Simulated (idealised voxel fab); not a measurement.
process module | voxel transistor to metal
cross-section cut | 290 nm wide | cells 5 nm
A cross-section is a grid of square cells, given in bands from the top down. A band is one or more rows of cells.
Each band's line starts with the height of the band's top and of its bottom, in nm. Then come its materials from left to right, each with its width in nm. One material with "throughout" fills the band from edge to edge. "air" is empty space.
Height 0 is the level under which the wafer as received is all one material. The lowest band goes on downwards, as in "0 down".
A width such as "30 to 40" changes by the same amount from each row of cells to the next, from the band's top row to its bottom row.
"no change" after a step means that no cell of the cross-section changed.
closed voids: empty space of 8 cells or more with no open way to the top, each as width x height at its distance from the left edge, in nm
after a step's settings: what the simulator itself notes on the step
overlay nm, on a step with a mask: how far to the right of its planned place the mask lay; to the left if negative
plan
1 op RECEIVE | material Si
2 op OXIDIZE | depth nm 5
3 op CONFORMAL_DEP | material SiN | thk nm 10
4 op DIRECTIONAL_DEP | material aC | thk nm 10
5 op PATTERN | tone cover | mask id ACTIVE | material resist | width nm 100 | pitch nm 125 | thk nm 30 | overlay nm 0
6 op DIRECTIONAL_ETCH | etch materials aC | depth nm 10
7 op STRIP | etch materials resist
8 op DIRECTIONAL_ETCH | etch materials SiN | depth nm 10
9 op DIRECTIONAL_ETCH | etch materials SiO2 | depth nm 5
10 op DIRECTIONAL_ETCH | etch materials Si | depth nm 20
11 op STRIP | etch materials aC
12 op OXIDIZE | depth nm 5
13 op FILL_DEP | material SiO2 | thk nm 5
14 op CMP | height nm 10
15 op SELECTIVE_ETCH | etch materials SiO2 | depth nm 5
16 op STRIP | etch materials SiN
17 op SELECTIVE_ETCH | etch materials SiO2 | depth nm 5
18 op OXIDIZE | depth nm 5
19 op DIRECTIONAL_DEP | material polySi | thk nm 30
20 op DIRECTIONAL_DEP | material SiCN | thk nm 10
21 op MASKED_ETCH | tone cover | mask id GATE | width nm 30 | pitch nm 125 | etch materials SiCN | depth nm 20 | overlay nm 0
22 op MASKED_ETCH | tone cover | mask id GATE | width nm 30 | pitch nm 125 | etch materials polySi | depth nm 40 | overlay nm 0
23 op CONFORMAL_DEP | material SiN | thk nm 5
24 op DIRECTIONAL_ETCH | etch materials SiN | depth nm 5
25 op DIRECTIONAL_ETCH | etch materials SiO2 | depth nm 5
26 op DIRECTIONAL_ETCH | etch materials Si | depth nm 10
27 op EPI | material SiGe | thk nm 10
28 op FILL_DEP | material SiO2 | thk nm 5
29 op CMP | height nm 25
30 op STRIP | etch materials polySi
31 op SELECTIVE_ETCH | etch materials SiO2 | depth nm 5
32 op CONFORMAL_DEP | material HfO2 | thk nm 5
33 op CONFORMAL_DEP | material TiN | thk nm 5
34 op FILL_DEP | material W | thk nm 5
35 op CMP | height nm 20
36 op DIRECTIONAL_DEP | material SiO2 | thk nm 10
37 op DIRECTIONAL_DEP | material aC | thk nm 15
38 op PATTERN | tone open | mask id CONTACT | material resist | width nm 15 | thk nm 30 | overlay nm 0
39 op DIRECTIONAL_ETCH | etch materials aC | depth nm 15
40 op STRIP | etch materials resist
41 op DIRECTIONAL_ETCH | etch materials SiO2 | depth nm 40
42 op STRIP | etch materials aC
43 op CONFORMAL_DEP | material TiN | thk nm 5
44 op FILL_DEP | material Ru | thk nm 5
45 op CMP | height nm 30
46 op CONFORMAL_DEP | material SiN | thk nm 5
47 op DIRECTIONAL_DEP | material lowk | thk nm 25
48 op PATTERN | tone open | mask id METAL_1 | material resist | width nm 15 | thk nm 20 | overlay nm 0
49 op DIRECTIONAL_ETCH | etch materials lowk | depth nm 25
50 op DIRECTIONAL_ETCH | etch materials SiN | depth nm 5
51 op STRIP | etch materials resist
52 op CONFORMAL_DEP | material TiN | thk nm 5
53 op FILL_DEP | material Cu | thk nm 5
54 op CMP | height nm 60
55 op CONFORMAL_DEP | material SiN | thk nm 5
as received, after step 1
  0 down: Si throughout
  closed voids: none
first wafer at the end, as planned
  65 to 60: SiN throughout
  60 to 35: lowk 35 | TiN 5 | Cu 5 | TiN 5 | lowk 60 | TiN 5 | Cu 5 | TiN 5 | lowk 35 | TiN 5 | Cu 5 | TiN 5 | lowk 60 | TiN 5 | Cu 5 | TiN 5 | lowk 40
  35 to 30: SiN 35 | TiN 15 | SiN 60 | TiN 15 | SiN 35 | TiN 15 | SiN 60 | TiN 15 | SiN 40
  30 to 20: SiO2 35 | TiN 5 | Ru 5 | TiN 5 | SiO2 60 | TiN 5 | Ru 5 | TiN 5 | SiO2 35 | TiN 5 | Ru 5 | TiN 5 | SiO2 60 | TiN 5 | Ru 5 | TiN 5 | SiO2 40
  20 to 0: SiO2 35 | TiN 5 | Ru 5 | TiN 5 | SiO2 10 | SiN 5 | HfO2 5 | TiN 5 | W 10 | TiN 5 | HfO2 5 | SiN 5 | SiO2 10 | TiN 5 | Ru 5 | TiN 5 | SiO2 35 | TiN 5 | Ru 5 | TiN 5 | SiO2 10 | SiN 5 | HfO2 5 | TiN 5 | W 10 | TiN 5 | HfO2 5 | SiN 5 | SiO2 10 | TiN 5 | Ru 5 | TiN 5 | SiO2 40
  0 to -5: SiO2 25 | SiN 5 | SiO2 5 | TiN 5 | Ru 5 | TiN 5 | SiGe 10 | SiN 5 | HfO2 5 | TiN 20 | HfO2 5 | SiN 5 | SiGe 10 | TiN 5 | Ru 5 | TiN 5 | SiO2 5 | SiN 5 | SiO2 15 | SiN 5 | SiO2 5 | TiN 5 | Ru 5 | TiN 5 | SiGe 10 | SiN 5 | HfO2 5 | TiN 20 | HfO2 5 | SiN 5 | SiGe 10 | TiN 5 | Ru 5 | TiN 5 | SiO2 5 | SiN 5 | SiO2 30
  -5 to -10: SiO2 35 | TiN 15 | SiGe 10 | HfO2 40 | SiGe 10 | TiN 15 | SiO2 35 | TiN 15 | SiGe 10 | HfO2 40 | SiGe 10 | TiN 15 | SiO2 40
  -10 to -20: SiO2 35 | SiGe 25 | Si 40 | SiGe 25 | SiO2 35 | SiGe 25 | Si 40 | SiGe 25 | SiO2 40
  -20 to -30: SiO2 35 | Si 90 | SiO2 35 | Si 90 | SiO2 40
  -30 down: Si throughout
  closed voids: none
second wafer at the end: like start, like plan, one mistake
  65 to 60: SiN throughout
  60 to 35: lowk 35 | TiN 5 | Cu 5 | TiN 5 | lowk 60 | TiN 5 | Cu 5 | TiN 5 | lowk 35 | TiN 5 | Cu 5 | TiN 5 | lowk 60 | TiN 5 | Cu 5 | TiN 5 | lowk 40
  35 to 30: SiN 35 | TiN 15 | SiN 60 | TiN 15 | SiN 35 | TiN 15 | SiN 60 | TiN 15 | SiN 40
  30 to 20: SiO2 35 | TiN 5 | Ru 5 | TiN 5 | SiO2 60 | TiN 5 | Ru 5 | TiN 5 | SiO2 35 | TiN 5 | Ru 5 | TiN 5 | SiO2 60 | TiN 5 | Ru 5 | TiN 5 | SiO2 40
  20 to 0: SiO2 35 | TiN 5 | Ru 5 | TiN 5 | SiO2 10 | SiN 5 | HfO2 5 | TiN 5 | W 10 | TiN 5 | HfO2 5 | SiN 5 | SiO2 10 | TiN 5 | Ru 5 | TiN 5 | SiO2 35 | TiN 5 | Ru 5 | TiN 5 | SiO2 10 | SiN 5 | HfO2 5 | TiN 5 | W 10 | TiN 5 | HfO2 5 | SiN 5 | SiO2 10 | TiN 5 | Ru 5 | TiN 5 | SiO2 40
  0 to -5: SiO2 20 | SiN 5 | SiO2 10 | TiN 5 | Ru 5 | TiN 5 | SiGe 10 | SiN 5 | HfO2 5 | TiN 20 | HfO2 5 | SiN 5 | SiGe 10 | TiN 5 | Ru 5 | TiN 5 | SiO2 10 | SiN 5 | SiO2 5 | SiN 5 | SiO2 10 | TiN 5 | Ru 5 | TiN 5 | SiGe 10 | SiN 5 | HfO2 5 | TiN 20 | HfO2 5 | SiN 5 | SiGe 10 | TiN 5 | Ru 5 | TiN 5 | SiO2 10 | SiN 5 | SiO2 25
  -5 to -10: SiO2 35 | TiN 15 | SiGe 10 | HfO2 40 | SiGe 10 | TiN 15 | SiO2 35 | TiN 15 | SiGe 10 | HfO2 40 | SiGe 10 | TiN 15 | SiO2 40
  -10 to -20: SiO2 30 | SiGe 30 | Si 40 | SiGe 30 | SiO2 25 | SiGe 30 | Si 40 | SiGe 30 | SiO2 35
  -20 to -30: SiO2 30 | Si 100 | SiO2 25 | Si 100 | SiO2 35
  -30 down: Si throughout
  closed voids: none
what went wrong: step 5 ran as: op PATTERN | tone cover | mask id ACTIVE | material resist | width nm 110 | pitch nm 125 | thk nm 30 | overlay nm 0
at the end the second wafer has, in cells: 8 more of Si | 8 more of SiGe | 16 fewer of SiO2
